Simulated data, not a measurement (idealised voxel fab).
process module | voxel wiring stack
cross-section cut | 170 nm wide | cells 5 nm
A cross-section is a grid of square cells, given in bands from the top down. A band is one or more rows of cells.
Each band's line starts with the height of the band's top and of its bottom, in nm. Then come its materials from left to right, each with its width in nm. One material with "throughout" fills the band from edge to edge. "air" is empty space.
Height 0 is the level under which the wafer as received is all one material. The lowest band goes on downwards, as in "0 down".
A width such as "30 to 40" changes by the same amount from each row of cells to the next, from the band's top row to its bottom row.
"no change" after a step means that no cell of the cross-section changed.
closed voids: empty space of 8 cells or more with no open way to the top, each as width x height at its distance from the left edge, in nm
after a step's settings: what the simulator itself notes on the step
overlay nm, on a step with a mask: how far to the right of its planned place the mask lay; to the left if negative
plan
1 op RECEIVE | material Si
2 op CONFORMAL_DEP | material SiO2 | thk nm 10
3 op DIRECTIONAL_DEP | material TiN | thk nm 5
4 op DIRECTIONAL_DEP | material Ru | thk nm 25
5 op PATTERN | tone cover | mask id METAL_1 | material resist | width nm 20 | pitch nm 45 | thk nm 20 | overlay nm 0
6 op DIRECTIONAL_ETCH | etch materials Ru | depth nm 25
7 op DIRECTIONAL_ETCH | etch materials TiN | depth nm 5
8 op STRIP | etch materials resist
9 op CONFORMAL_DEP | material SiN | thk nm 5
10 op FILL_DEP | material lowk | thk nm 10
11 op CMP | height nm 40
12 op CONFORMAL_DEP | material SiCN | thk nm 5
13 op DIRECTIONAL_DEP | material SiO2 | thk nm 10
14 op DIRECTIONAL_DEP | material aC | thk nm 10
15 op PATTERN | tone open | mask id PLUG_1 | material resist | width nm 15 | pitch nm 45 | thk nm 30 | overlay nm 0
16 op DIRECTIONAL_ETCH | etch materials aC | depth nm 10
17 op STRIP | etch materials resist
18 op DIRECTIONAL_ETCH | etch materials SiO2 | depth nm 10
19 op DIRECTIONAL_ETCH | etch materials SiCN | depth nm 5
20 op STRIP | etch materials aC
21 op CONFORMAL_DEP | material TiN | thk nm 5
22 op FILL_DEP | material Cu | thk nm 5
23 op CMP | height nm 55
24 op DIRECTIONAL_DEP | material TiN | thk nm 5
25 op DIRECTIONAL_DEP | material Ru | thk nm 20
26 op PATTERN | tone cover | mask id METAL_2 | material resist | width nm 20 | pitch nm 45 | thk nm 15 | overlay nm 0
27 op DIRECTIONAL_ETCH | etch materials Ru | depth nm 20
28 op DIRECTIONAL_ETCH | etch materials TiN | depth nm 5
29 op STRIP | etch materials resist
30 op FILL_DEP | material lowk | thk nm 5
31 op CMP | height nm 80
32 op CONFORMAL_DEP | material SiCN | thk nm 5
as received, after step 1
  0 down: Si throughout
  closed voids: none
first wafer at the end, as planned
  85 to 80: SiCN throughout
  80 to 60: lowk 50 | Ru 20 | lowk 25 | Ru 20 | lowk 55
  60 to 55: lowk 50 | TiN 20 | lowk 25 | TiN 20 | lowk 55
  55 to 45: SiO2 50 | TiN 5 | Cu 5 | TiN 5 | SiO2 30 | TiN 5 | Cu 5 | TiN 5 | SiO2 60
  45 to 40: SiCN 50 | TiN 15 | SiCN 30 | TiN 15 | SiCN 60
  40 to 15: lowk 45 | SiN 5 | Ru 20 | SiN 5 | lowk 15 | SiN 5 | Ru 20 | SiN 5 | lowk 50
  15 to 10: SiN 50 | TiN 20 | SiN 25 | TiN 20 | SiN 55
  10 to 0: SiO2 throughout
  0 down: Si throughout
  closed voids: none
second wafer at the end: like start, like plan, one mistake
  80 to 75: SiCN throughout
  75 to 60: lowk 50 | Ru 20 | lowk 25 | Ru 20 | lowk 55
  60 to 55: lowk 50 | TiN 20 | lowk 25 | TiN 20 | lowk 55
  55 to 45: SiO2 50 | TiN 5 | Cu 5 | TiN 5 | SiO2 30 | TiN 5 | Cu 5 | TiN 5 | SiO2 60
  45 to 40: SiCN 50 | TiN 15 | SiCN 30 | TiN 15 | SiCN 60
  40 to 15: lowk 45 | SiN 5 | Ru 20 | SiN 5 | lowk 15 | SiN 5 | Ru 20 | SiN 5 | lowk 50
  15 to 10: SiN 50 | TiN 20 | SiN 25 | TiN 20 | SiN 55
  10 to 0: SiO2 throughout
  0 down: Si throughout
  closed voids: none
what went wrong: step 31 ran as: op CMP | height nm 75
at the end the second wafer has, in cells: 8 fewer of Ru | 26 fewer of lowk
